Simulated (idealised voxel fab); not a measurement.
process module | voxel capacitor over wiring
cross-section cut | 160 nm wide | cells 5 nm
A cross-section is a grid of square cells, given in bands from the top down. A band is one or more rows of cells.
Each band's line starts with the height of the band's top and of its bottom, in nm. Then come its materials from left to right, each with its width in nm. One material with "throughout" fills the band from edge to edge. "air" is empty space.
Height 0 is the level under which the wafer as received is all one material. The lowest band goes on downwards, as in "0 down".
A width such as "30 to 40" changes by the same amount from each row of cells to the next, from the band's top row to its bottom row.
"no change" after a step means that no cell of the cross-section changed.
closed voids: empty space of 8 cells or more with no open way to the top, each as width x height at its distance from the left edge, in nm
after a step's settings: what the simulator itself notes on the step
overlay nm, on a step with a mask: how far to the right of its planned place the mask lay; to the left if negative
plan
1 op RECEIVE | material Si
2 op CONFORMAL_DEP | material SiO2 | thk nm 15
3 op DIRECTIONAL_DEP | material TiN | thk nm 5
4 op DIRECTIONAL_DEP | material W | thk nm 20
5 op DIRECTIONAL_DEP | material aC | thk nm 15
6 op PATTERN | tone cover | mask id METAL_1 | material resist | width nm 30 | pitch nm 95 | thk nm 30 | overlay nm 0
7 op DIRECTIONAL_ETCH | etch materials aC | depth nm 15
8 op STRIP | etch materials resist
9 op DIRECTIONAL_ETCH | etch materials W | depth nm 20
10 op DIRECTIONAL_ETCH | etch materials TiN | depth nm 5
11 op STRIP | etch materials aC
12 op FILL_DEP | material lowk | thk nm 10
13 op CMP | height nm 40
14 op CONFORMAL_DEP | material SiCN | thk nm 5
15 op DIRECTIONAL_DEP | material SiO2 | thk nm 20
16 op PATTERN | tone open | mask id PLUG_1 | material resist | width nm 15 | thk nm 15 | overlay nm 0
17 op DIRECTIONAL_ETCH | etch materials SiO2 | depth nm 20
18 op DIRECTIONAL_ETCH | etch materials SiCN | depth nm 5
19 op STRIP | etch materials resist
20 op CONFORMAL_DEP | material TiN | thk nm 5
21 op FILL_DEP | material Cu | thk nm 10
22 op CMP | height nm 65
23 op DIRECTIONAL_DEP | material TiN | thk nm 10
24 op DIRECTIONAL_DEP | material SiN | thk nm 5
25 op DIRECTIONAL_DEP | material TiN | thk nm 5
26 op PATTERN | tone cover | mask id UPPER_PLATE | material resist | width nm 70 | thk nm 15 | overlay nm 0
27 op DIRECTIONAL_ETCH | etch materials TiN | depth nm 5
28 op DIRECTIONAL_ETCH | etch materials SiN | depth nm 5
29 op STRIP | etch materials resist
30 op PATTERN | tone cover | mask id LOWER_PLATE | material resist | width nm 80 | thk nm 15 | overlay nm 0
31 op DIRECTIONAL_ETCH | etch materials TiN | depth nm 10
32 op STRIP | etch materials resist
33 op FILL_DEP | material SiO2 | thk nm 20
34 op CMP | height nm 100
35 op MASKED_ETCH | tone open | mask id PLUG_2 | width nm 15 | etch materials SiO2 | depth nm 15 | overlay nm -15
36 op CONFORMAL_DEP | material TiN | thk nm 5
37 op FILL_DEP | material Ru | thk nm 10
38 op CMP | height nm 100
39 op CONFORMAL_DEP | material SiCN | thk nm 5
varied across the wafers: overlay nm of step 35. The plan shows the first wafer's value. All wafers start alike
first wafer as received, after step 1
  0 down: Si throughout
  closed voids: none
each wafer at the end: cells of each material gained (+) or lost (-) since it was received, then its closed voids
overlay nm -15 | +4 Cu | +2 Ru | +61 SiCN | +14 SiN | +367 SiO2 | +76 TiN | +48 W | +100 lowk | closed voids: none
overlay nm -10 | +4 Cu | +2 Ru | +61 SiCN | +14 SiN | +367 SiO2 | +76 TiN | +48 W | +100 lowk | closed voids: none
overlay nm -5 | +4 Cu | +2 Ru | +61 SiCN | +14 SiN | +367 SiO2 | +76 TiN | +48 W | +100 lowk | closed voids: none
overlay nm 0 | +4 Cu | +2 Ru | +61 SiCN | +14 SiN | +367 SiO2 | +76 TiN | +48 W | +100 lowk | closed voids: none
overlay nm 5 | +4 Cu | +2 Ru | +61 SiCN | +14 SiN | +367 SiO2 | +76 TiN | +48 W | +100 lowk | closed voids: none
overlay nm 10 | +4 Cu | +2 Ru | +61 SiCN | +14 SiN | +367 SiO2 | +76 TiN | +48 W | +100 lowk | closed voids: none
overlay nm 15 | +4 Cu | +2 Ru | +61 SiCN | +14 SiN | +367 SiO2 | +76 TiN | +48 W | +100 lowk | closed voids: none
